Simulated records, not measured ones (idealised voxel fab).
process module | voxel tone inversion
cross-section cut | 255 nm wide | cells 5 nm
A cross-section is a grid of square cells, given in bands from the top down. A band is one or more rows of cells.
Each band's line starts with the height of the band's top and of its bottom, in nm. Then come its materials from left to right, each with its width in nm. One material with "throughout" fills the band from edge to edge. "air" is empty space.
Height 0 is the level under which the wafer as received is all one material. The lowest band goes on downwards, as in "0 down".
A width such as "30 to 40" changes by the same amount from each row of cells to the next, from the band's top row to its bottom row.
"no change" after a step means that no cell of the cross-section changed.
closed voids: empty space of 8 cells or more with no open way to the top, each as width x height at its distance from the left edge, in nm
after a step's settings: what the simulator itself notes on the step
overlay nm, on a step with a mask: how far to the right of its planned place the mask lay; to the left if negative
plan
1 op RECEIVE | material Si
2 op CONFORMAL_DEP | material SiN | thk nm 10
3 op DIRECTIONAL_DEP | material polySi | thk nm 25
4 op PATTERN | tone cover | mask id POSTS | material resist | width nm 25 | pitch nm 40 | thk nm 30 | overlay nm 0
5 op DIRECTIONAL_ETCH | etch materials polySi | depth nm 25
6 op STRIP | etch materials resist
7 op FILL_DEP | material lowk | thk nm 5
8 op CMP | height nm 35
9 op STRIP | etch materials polySi
10 op CONFORMAL_DEP | material TiN | thk nm 5
11 op FILL_DEP | material Cu | thk nm 10
12 op CMP | height nm 35
13 op CONFORMAL_DEP | material SiCN | thk nm 5
first wafer, as planned
as received, after step 1
  0 down: Si throughout
  closed voids: none
after step 2
  10 to 0: SiN throughout
  below 0: unchanged
after step 3
  35 to 10: polySi throughout
  below 10: unchanged
after step 4
  65 to 35: air 95 | resist 25 | air 15 | resist 25 | air 95
  below 35: unchanged
after step 5
  65 to 35: air 95 | resist 25 | air 15 | resist 25 | air 95
  35 to 10: air 95 | polySi 25 | air 15 | polySi 25 | air 95
  below 10: unchanged
after step 6
  35 to 10: air 95 | polySi 25 | air 15 | polySi 25 | air 95
  below 10: unchanged
after step 7
  40 to 35: lowk throughout
  35 to 10: lowk 95 | polySi 25 | lowk 15 | polySi 25 | lowk 95
  below 10: unchanged
after step 8
  35 to 10: lowk 95 | polySi 25 | lowk 15 | polySi 25 | lowk 95
  below 10: unchanged
after step 9
  35 to 10: lowk 95 | air 25 | lowk 15 | air 25 | lowk 95
  below 10: unchanged
after step 10
  40 to 35: TiN 100 | air 15 | TiN 25 | air 15 | TiN 100
  35 to 15: lowk 95 | TiN 5 | air 15 | TiN 5 | lowk 15 | TiN 5 | air 15 | TiN 5 | lowk 95
  15 to 10: lowk 95 | TiN 25 | lowk 15 | TiN 25 | lowk 95
  below 10: unchanged
after step 11
  50 to 40: Cu throughout
  40 to 35: TiN 100 | Cu 15 | TiN 25 | Cu 15 | TiN 100
  35 to 15: lowk 95 | TiN 5 | Cu 15 | TiN 5 | lowk 15 | TiN 5 | Cu 15 | TiN 5 | lowk 95
  below 15: unchanged
after step 12
  35 to 15: lowk 95 | TiN 5 | Cu 15 | TiN 5 | lowk 15 | TiN 5 | Cu 15 | TiN 5 | lowk 95
  below 15: unchanged
after step 13
  40 to 35: SiCN throughout
  below 35: unchanged
second wafer: like start, like plan, one mistake. Through step 3 it matches the first wafer
when step 4 should have ended
  65 to 35: resist 95 | air 25 | resist 15 | air 25 | resist 95
  below 35: unchanged
when step 5 should have ended
  65 to 35: resist 95 | air 25 | resist 15 | air 25 | resist 95
  35 to 10: polySi 95 | air 25 | polySi 15 | air 25 | polySi 95
  below 10: unchanged
when step 6 should have ended
  35 to 10: polySi 95 | air 25 | polySi 15 | air 25 | polySi 95
  below 10: unchanged
when step 7 should have ended
  40 to 35: lowk throughout
  35 to 10: polySi 95 | lowk 25 | polySi 15 | lowk 25 | polySi 95
  below 10: unchanged
when step 8 should have ended
  35 to 10: polySi 95 | lowk 25 | polySi 15 | lowk 25 | polySi 95
  below 10: unchanged
when step 9 should have ended
  35 to 10: air 95 | lowk 25 | air 15 | lowk 25 | air 95
  below 10: unchanged
when step 10 should have ended
  40 to 35: air 90 | TiN 35 | air 5 | TiN 35 | air 90
  35 to 15: air 90 | TiN 5 | lowk 25 | TiN 5 | air 5 | TiN 5 | lowk 25 | TiN 5 | air 90
  15 to 10: TiN 95 | lowk 25 | TiN 15 | lowk 25 | TiN 95
  below 10: unchanged
when step 11 should have ended
  50 to 40: Cu throughout
  40 to 35: Cu 90 | TiN 35 | Cu 5 | TiN 35 | Cu 90
  35 to 15: Cu 90 | TiN 5 | lowk 25 | TiN 5 | Cu 5 | TiN 5 | lowk 25 | TiN 5 | Cu 90
  below 15: unchanged
when step 12 should have ended
  35 to 15: Cu 90 | TiN 5 | lowk 25 | TiN 5 | Cu 5 | TiN 5 | lowk 25 | TiN 5 | Cu 90
  below 15: unchanged
when step 13 should have ended
  40 to 35: SiCN throughout
  below 35: unchanged
what went wrong: step 4 ran as: op PATTERN | tone open | mask id POSTS | material resist | width nm 25 | pitch nm 40 | thk nm 30 | overlay nm 0
at the end the second wafer has, in cells: 124 more of Cu | 31 more of TiN | 155 fewer of lowk
